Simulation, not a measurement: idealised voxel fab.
The process module presented herein is designated voxel self aligned contacts.
In the cross-section labelled cut, the width is 290 nm and each square cell is 5 nm.
Cross-section layout: square cells on a grid; listed as bands, top to bottom; a band spans one or more cell rows. Look at the band entry: it leads with the top's height and the bottom's height in nm. Then it lists the materials left to right, with a width in nm for each. The word "everywhere" on a single material says that material fills the band edge to edge. The word "blank" is empty space. Where do heights start? At 0: under that level the wafer as delivered is made of one material only. And the lowest band has no floor; it just carries on downward, as in "z 0 and below". Width "30 to 40": first value at the band's top row of cells, second value at its bottom row, equal change from row to row. When a step is marked "nothing changed", none of the cells in the cross-section changed during that step. Basically, "Enclosed cavity list" tells you about the enclosed voids: empty spaces with no open way to the top, 8 cells or bigger, each written width x height at distance, where distance is from the left edge, all in nm. On each step's line, the part that comes after the settings is the simulator's own comment on the step. The line of a step may include "overlay nm". On a step with a mask, this value is how far to the right of its planned place the mask lay. A negative value means the mask lay to the left.

### These are the steps we planned for the process
1) RECEIVE,material Si
2) CONFORMAL_DEP,material SiO2,thk nm 5
3) DIRECTIONAL_DEP,material polySi,thk nm 20
4) DIRECTIONAL_DEP,material SiN,thk nm 25
5) DIRECTIONAL_DEP,material aC,thk nm 15
6) PATTERN,tone cover,mask id GATE,material resist,width nm 30,pitch nm 65,thk nm 35,overlay nm 0
7) DIRECTIONAL_ETCH,etch materials aC,depth nm 15
8) STRIP,etch materials resist
9) DIRECTIONAL_ETCH,etch materials SiN,depth nm 25
10) DIRECTIONAL_ETCH,etch materials polySi,depth nm 20
11) STRIP,etch materials aC
12) CONFORMAL_DEP,material SiN,thk nm 10
13) DIRECTIONAL_ETCH,etch materials SiN,depth nm 10
14) FILL_DEP,material SiO2,thk nm 15
15) CMP,height nm 60
16) DIRECTIONAL_DEP,material aC,thk nm 10
17) PATTERN,tone open,mask id CONTACT,material resist,width nm 45,pitch nm 65,thk nm 25,overlay nm 0
18) DIRECTIONAL_ETCH,etch materials aC,depth nm 10
19) STRIP,etch materials resist
20) DIRECTIONAL_ETCH,etch materials SiO2,depth nm 60
21) STRIP,etch materials aC
22) CONFORMAL_DEP,material TiN,thk nm 5
23) FILL_DEP,material Ru,thk nm 10
24) CMP,height nm 60
25) CONFORMAL_DEP,material SiN,thk nm 5

### Shown in cross-section is the wafer as received, that is, as it stands after step 1
	z 0 and below | Si everywhere
	Enclosed cavity list: none

### Final wafer profile in cross-section after the module, from the same start and plan as above, with one mistake made during processing
	z 65 to 60 | SiN everywhere
	z 60 to 55 | 95 nm TiN; 35 nm Ru; 30 nm TiN; 35 nm Ru; 95 nm TiN
	z 55 to 50 | 90 nm SiO2; 20 nm TiN; 5 nm Ru; 20 nm TiN; 20 nm SiO2; 20 nm TiN; 5 nm Ru; 20 nm TiN; 90 nm SiO2
	z 50 to 25 | 55 nm SiO2; 50 nm SiN; 5 nm TiN; 5 nm Ru; 5 nm TiN; 50 nm SiN; 5 nm TiN; 5 nm Ru; 5 nm TiN; 50 nm SiN; 55 nm SiO2
	z 25 to 5 | 55 nm SiO2; 10 nm SiN; 30 nm polySi; 10 nm SiN; 5 nm TiN; 5 nm Ru; 5 nm TiN; 10 nm SiN; 30 nm polySi; 10 nm SiN; 5 nm TiN; 5 nm Ru; 5 nm TiN; 10 nm SiN; 30 nm polySi; 10 nm SiN; 55 nm SiO2
	z 5 to 0 | 105 nm SiO2; 15 nm TiN; 50 nm SiO2; 15 nm TiN; 105 nm SiO2
	z 0 and below | Si everywhere
	Enclosed cavity list: none
Nonconformance to the process plan: planned and actual differ for step 15; actual: CMP,height nm 55
